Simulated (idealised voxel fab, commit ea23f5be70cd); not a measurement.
The following process module bears the name voxel released beams.
The cross-section on display is named cut; it measures 290 nm wide, and its cells are 5 nm squares.
Heads up, the way a cross-section reads in here is a grid of square cells, handed over as bands from the top down, with every band being one or more rows of cells.
The band entry comprises the height of the band's top followed by the height of its bottom, expressed in nm, and subsequently the band's materials from left to right, each stated together with its width in nm. Where a single material is marked with the word "throughout", that material fills the band from edge to edge. The word "air" represents empty space.
Heights are reckoned from 0. Under this level, the received wafer is all of one material. The bottommost band is open-ended downward, for example "from 0 down".
A width given as "30..40" starts at the first number in the band's top row and ends at the second number in its bottom row, shifting by an equal amount at every step from row to row.
"nothing altered" -> step changed no cross-section cell.
Enclosed voids (no open way to top), threshold 8 cells or more, entry "Enclosed empty spaces", notation width x height at distance, distance from left edge, nm.
Formally, on a step line, whatever follows the settings is a remark that the simulator itself makes on the step.
The line of a step may include "overlay nm". On a step with a mask, this value is how far to the right of its planned place the mask lay. A negative value means the mask lay to the left.
**The steps planned for the process are as follows**
1) RECEIVE, material Si
2) CONFORMAL_DEP, material SiN, thk nm 5
3) DIRECTIONAL_DEP, material SiO2, thk nm 10
4) MASKED_ETCH, tone open, mask id ANCHOR, width nm 30, etch materials SiO2, depth nm 10, overlay nm 0
5) CONFORMAL_DEP, material TiN, thk nm 10
6) MASKED_ETCH, tone cover, mask id BEAM, width nm 100, etch materials TiN, depth nm 10, overlay nm 0
7) STRIP, etch materials SiO2
**Of two wafers, the first: run according to plan**
**Shown in cross-section is the wafer as received, that is, as it stands after step 1**
    from 0 down  Si throughout
    Enclosed empty spaces: none
**Cross-section of the wafer after step 2**
    from 5 to 0  SiN throughout
    Beneath the level 0, the cross-section is identical to its previous state.
**Cross-section of the wafer after step 3**
    from 15 to 5  SiO2 throughout
    Beneath the level 5, the cross-section is identical to its previous state.
**Cross-section of the wafer after step 4**
    from 15 to 5  SiO2 (95), then air (30), then SiO2 (165)
    Beneath the level 5, the cross-section is identical to its previous state.
**Cross-section of the wafer after step 5**
    from 25 to 15  TiN (105), then air (10), then TiN (175)
    from 15 to 5  SiO2 (95), then TiN (30), then SiO2 (165)
    Beneath the level 5, the cross-section is identical to its previous state.
**Cross-section of the wafer after step 6**
    from 25 to 15  air (90), then TiN (15), then air (10), then TiN (75), then air (100)
    Beneath the level 15, the cross-section is identical to its previous state.
**Cross-section of the wafer after step 7**
    from 25 to 15  air (90), then TiN (15), then air (10), then TiN (75), then air (100)
    from 15 to 5  air (95), then TiN (30), then air (165)
    Beneath the level 5, the cross-section is identical to its previous state.
**The second wafer was prepared from the same starting point and under the same plan as the first; its processing contained one mistake, and it remains indistinguishable from the first wafer up to and including step 1**
**Second wafer shown in cross-section at the time step 2 was slated to end**
    from 5 to 0  SiO2 throughout
    Beneath the level 0, the cross-section is identical to its previous state.
**Second wafer shown in cross-section at the time step 3 was slated to end**
    from 15 to 0  SiO2 throughout
    Beneath the level 0, the cross-section is identical to its previous state.
**Second wafer shown in cross-section at the time step 4 was slated to end**
    from 15 to 5  SiO2 (95), then air (30), then SiO2 (165)
    Beneath the level 5, the cross-section is identical to its previous state.
**Second wafer shown in cross-section at the time step 5 was slated to end**
    from 25 to 15  TiN (105), then air (10), then TiN (175)
    from 15 to 5  SiO2 (95), then TiN (30), then SiO2 (165)
    Beneath the level 5, the cross-section is identical to its previous state.
**Second wafer shown in cross-section at the time step 6 was slated to end**
    from 25 to 15  air (90), then TiN (15), then air (10), then TiN (75), then air (100)
    Beneath the level 15, the cross-section is identical to its previous state.
**Second wafer shown in cross-section at the time step 7 was slated to end**
    from 0 down  Si throughout
Error vs. plan: not per plan at step 2, really ran CONFORMAL_DEP, material SiO2, thk nm 5
The closing comparison, in cells, has the second wafer with more or fewer of some materials than the first: SiN -58, TiN -48
